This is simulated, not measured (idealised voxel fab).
process module | voxel trench capacitor
cross-section cut | 225 nm wide | cells 5 nm
A cross-section is a grid of square cells, given in bands from the top down. A band is one or more rows of cells.
Each band's line starts with the height of the band's top and of its bottom, in nm. Then come its materials from left to right, each with its width in nm. One material with "throughout" fills the band from edge to edge. "air" is empty space.
Height 0 is the level under which the wafer as received is all one material. The lowest band goes on downwards, as in "0 down".
A width such as "30 to 40" changes by the same amount from each row of cells to the next, from the band's top row to its bottom row.
"no change" after a step means that no cell of the cross-section changed.
closed voids: empty space of 8 cells or more with no open way to the top, each as width x height at its distance from the left edge, in nm
after a step's settings: what the simulator itself notes on the step
overlay nm, on a step with a mask: how far to the right of its planned place the mask lay; to the left if negative
plan
1 op RECEIVE | material Si
2 op CONFORMAL_DEP | material SiN | thk nm 5
3 op MASKED_ETCH | tone open | mask id TRENCH | width nm 25 | pitch nm 50 | etch materials SiN | depth nm 5 | overlay nm 0
4 op MASKED_ETCH | tone open | mask id TRENCH | width nm 25 | pitch nm 50 | etch materials Si | depth nm 40 | overlay nm 0
5 op CONFORMAL_DEP | material HfO2 | thk nm 5
6 op CONFORMAL_DEP | material TiN | thk nm 5
7 op FILL_DEP | material W | thk nm 5
8 op CMP | height nm 5
first wafer, as planned
as received, after step 1
  0 down: Si throughout
  closed voids: none
after step 2
  5 to 0: SiN throughout
  below 0: unchanged
after step 3
  5 to 0: SiN 25 | air 25 | SiN 25 | air 25 | SiN 25 | air 25 | SiN 25 | air 25 | SiN 25
  below 0: unchanged
after step 4
  5 to 0: SiN 25 | air 25 | SiN 25 | air 25 | SiN 25 | air 25 | SiN 25 | air 25 | SiN 25
  0 to -40: Si 25 | air 25 | Si 25 | air 25 | Si 25 | air 25 | Si 25 | air 25 | Si 25
  below -40: unchanged
after step 5
  10 to 5: HfO2 30 | air 15 | HfO2 35 | air 15 | HfO2 35 | air 15 | HfO2 35 | air 15 | HfO2 30
  5 to 0: SiN 25 | HfO2 5 | air 15 | HfO2 5 | SiN 25 | HfO2 5 | air 15 | HfO2 5 | SiN 25 | HfO2 5 | air 15 | HfO2 5 | SiN 25 | HfO2 5 | air 15 | HfO2 5 | SiN 25
  0 to -35: Si 25 | HfO2 5 | air 15 | HfO2 5 | Si 25 | HfO2 5 | air 15 | HfO2 5 | Si 25 | HfO2 5 | air 15 | HfO2 5 | Si 25 | HfO2 5 | air 15 | HfO2 5 | Si 25
  -35 to -40: Si 25 | HfO2 25 | Si 25 | HfO2 25 | Si 25 | HfO2 25 | Si 25 | HfO2 25 | Si 25
  below -40: unchanged
after step 6
  15 to 10: TiN 35 | air 5 | TiN 45 | air 5 | TiN 45 | air 5 | TiN 45 | air 5 | TiN 35
  10 to 5: HfO2 30 | TiN 5 | air 5 | TiN 5 | HfO2 35 | TiN 5 | air 5 | TiN 5 | HfO2 35 | TiN 5 | air 5 | TiN 5 | HfO2 35 | TiN 5 | air 5 | TiN 5 | HfO2 30
  5 to 0: SiN 25 | HfO2 5 | TiN 5 | air 5 | TiN 5 | HfO2 5 | SiN 25 | HfO2 5 | TiN 5 | air 5 | TiN 5 | HfO2 5 | SiN 25 | HfO2 5 | TiN 5 | air 5 | TiN 5 | HfO2 5 | SiN 25 | HfO2 5 | TiN 5 | air 5 | TiN 5 | HfO2 5 | SiN 25
  0 to -30: Si 25 | HfO2 5 | TiN 5 | air 5 | TiN 5 | HfO2 5 | Si 25 | HfO2 5 | TiN 5 | air 5 | TiN 5 | HfO2 5 | Si 25 | HfO2 5 | TiN 5 | air 5 | TiN 5 | HfO2 5 | Si 25 | HfO2 5 | TiN 5 | air 5 | TiN 5 | HfO2 5 | Si 25
  -30 to -35: Si 25 | HfO2 5 | TiN 15 | HfO2 5 | Si 25 | HfO2 5 | TiN 15 | HfO2 5 | Si 25 | HfO2 5 | TiN 15 | HfO2 5 | Si 25 | HfO2 5 | TiN 15 | HfO2 5 | Si 25
  below -35: unchanged
after step 7
  20 to 15: W throughout
  15 to 10: TiN 35 | W 5 | TiN 45 | W 5 | TiN 45 | W 5 | TiN 45 | W 5 | TiN 35
  10 to 5: HfO2 30 | TiN 5 | W 5 | TiN 5 | HfO2 35 | TiN 5 | W 5 | TiN 5 | HfO2 35 | TiN 5 | W 5 | TiN 5 | HfO2 35 | TiN 5 | W 5 | TiN 5 | HfO2 30
  5 to 0: SiN 25 | HfO2 5 | TiN 5 | W 5 | TiN 5 | HfO2 5 | SiN 25 | HfO2 5 | TiN 5 | W 5 | TiN 5 | HfO2 5 | SiN 25 | HfO2 5 | TiN 5 | W 5 | TiN 5 | HfO2 5 | SiN 25 | HfO2 5 | TiN 5 | W 5 | TiN 5 | HfO2 5 | SiN 25
  0 to -30: Si 25 | HfO2 5 | TiN 5 | W 5 | TiN 5 | HfO2 5 | Si 25 | HfO2 5 | TiN 5 | W 5 | TiN 5 | HfO2 5 | Si 25 | HfO2 5 | TiN 5 | W 5 | TiN 5 | HfO2 5 | Si 25 | HfO2 5 | TiN 5 | W 5 | TiN 5 | HfO2 5 | Si 25
  below -30: unchanged
after step 8
  5 to 0: SiN 25 | HfO2 5 | TiN 5 | W 5 | TiN 5 | HfO2 5 | SiN 25 | HfO2 5 | TiN 5 | W 5 | TiN 5 | HfO2 5 | SiN 25 | HfO2 5 | TiN 5 | W 5 | TiN 5 | HfO2 5 | SiN 25 | HfO2 5 | TiN 5 | W 5 | TiN 5 | HfO2 5 | SiN 25
  below 0: unchanged
second wafer: like start, like plan, one mistake. Through step 2 it matches the first wafer
when step 3 should have ended
  5 to 0: SiN 20 | air 25 | SiN 25 | air 25 | SiN 25 | air 25 | SiN 25 | air 25 | SiN 30
  below 0: unchanged
when step 4 should have ended
  5 to 0: SiN 20 | air 25 | SiN 25 | air 25 | SiN 25 | air 25 | SiN 25 | air 25 | SiN 30
  0 to -40: Si 25 | air 20 | Si 30 | air 20 | Si 30 | air 20 | Si 30 | air 20 | Si 30
  below -40: unchanged
when step 5 should have ended
  10 to 5: HfO2 25 | air 15 | HfO2 35 | air 15 | HfO2 35 | air 15 | HfO2 35 | air 15 | HfO2 35
  5 to 0: SiN 20 | HfO2 10 | air 10 | HfO2 5 | SiN 25 | HfO2 10 | air 10 | HfO2 5 | SiN 25 | HfO2 10 | air 10 | HfO2 5 | SiN 25 | HfO2 10 | air 10 | HfO2 5 | SiN 30
  0 to -35: Si 25 | HfO2 5 | air 10 | HfO2 5 | Si 30 | HfO2 5 | air 10 | HfO2 5 | Si 30 | HfO2 5 | air 10 | HfO2 5 | Si 30 | HfO2 5 | air 10 | HfO2 5 | Si 30
  -35 to -40: Si 25 | HfO2 20 | Si 30 | HfO2 20 | Si 30 | HfO2 20 | Si 30 | HfO2 20 | Si 30
  below -40: unchanged
when step 6 should have ended
  15 to 10: TiN 30 | air 5 | TiN 45 | air 5 | TiN 45 | air 5 | TiN 45 | air 5 | TiN 40
  10 to 5: HfO2 25 | TiN 15 | HfO2 35 | TiN 15 | HfO2 35 | TiN 15 | HfO2 35 | TiN 15 | HfO2 35
  5 to 0: SiN 20 | HfO2 10 | TiN 10 | HfO2 5 | SiN 25 | HfO2 10 | TiN 10 | HfO2 5 | SiN 25 | HfO2 10 | TiN 10 | HfO2 5 | SiN 25 | HfO2 10 | TiN 10 | HfO2 5 | SiN 30
  0 to -35: Si 25 | HfO2 5 | TiN 10 | HfO2 5 | Si 30 | HfO2 5 | TiN 10 | HfO2 5 | Si 30 | HfO2 5 | TiN 10 | HfO2 5 | Si 30 | HfO2 5 | TiN 10 | HfO2 5 | Si 30
  below -35: unchanged
when step 7 should have ended
  20 to 15: W throughout
  15 to 10: TiN 30 | W 5 | TiN 45 | W 5 | TiN 45 | W 5 | TiN 45 | W 5 | TiN 40
  below 10: unchanged
when step 8 should have ended
  5 to 0: SiN 20 | HfO2 10 | TiN 10 | HfO2 5 | SiN 25 | HfO2 10 | TiN 10 | HfO2 5 | SiN 25 | HfO2 10 | TiN 10 | HfO2 5 | SiN 25 | HfO2 10 | TiN 10 | HfO2 5 | SiN 30
  below 0: unchanged
what went wrong: step 3 ran as: op MASKED_ETCH | tone open | mask id TRENCH | width nm 25 | pitch nm 50 | etch materials SiN | depth nm 5 | overlay nm -5
at the end the second wafer has, in cells: 32 more of Si | 4 fewer of TiN | 28 fewer of W
